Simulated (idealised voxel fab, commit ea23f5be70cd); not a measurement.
Process module name: voxel ribs on slabs
155 nm wide, 5 nm square cells: that's cross-section cut.
Just so we're on the same page, the cross-sections are grids of square cells, and they're listed out in bands top to bottom, each band one or more rows deep. For a band, the entry starts with two heights in nm, that of the top and then that of the bottom, and carries on with the band's materials in order from left to right, each alongside its width in nm; the word "full width" beside a single material means it fills the band edge to edge, and "air" means empty space. For the purposes of this specification, 0 denotes the height below which the wafer in its as-received condition is composed wholly of one material, and the lowermost band, lacking a lower limit, extends downward without end, as expressed in "0 nm and below". Note: "30 to 40" means the width goes from the first number (top row of the band) to the second number (bottom row) in equal steps per row of cells. Take "nothing altered" at face value: in the step it is given for, the cross-section changed in none of its cells. "Enclosed voids" - sealed voids, min. 8 cells, no opening to top; format: width x height at distance (distance from left edge; nm throughout). Anything after a step's settings on that line? It's the simulator's own note about the step. When a step includes a mask, the "overlay nm" setting on its line states how far to the right of its planned place that mask lay, and negative values state how far to the left. Pairs, read this way: before one process step on the one hand, after it on the other, the after cross-section ending at the lowest band that changed; the step between, settings included, beneath. Same starting wafer throughout, but possibly different runs of this module, so no pair continues from the pair above unless its entry headed "State on entry" says so.

**State on entry**
* 75 nm to 65 nm: air 60 nm, then TiN 35 nm, then air 60 nm
* 65 nm to 40 nm: SiO2 full width
* 40 nm to 25 nm: polySi 35 nm, then SiO2 85 nm, then polySi 35 nm
* 25 nm to 20 nm: polySi 35 nm, then SiO2 30 nm, then polySi 25 nm, then SiO2 30 nm, then polySi 35 nm
* 20 nm to 0 nm: SiO2 full width
* 0 nm and below: Si full width
* Enclosed voids: none

**Sectional View, Post-Process**
* 85 nm to 75 nm: air 50 nm, then SiN 55 nm, then air 50 nm
* 75 nm to 65 nm: SiN 60 nm, then TiN 35 nm, then SiN 60 nm
* Unchanged below 65.
* Enclosed voids: none
What was done to get from the before section above to the after section? CONFORMAL_DEP [material SiN] [thk nm 10]
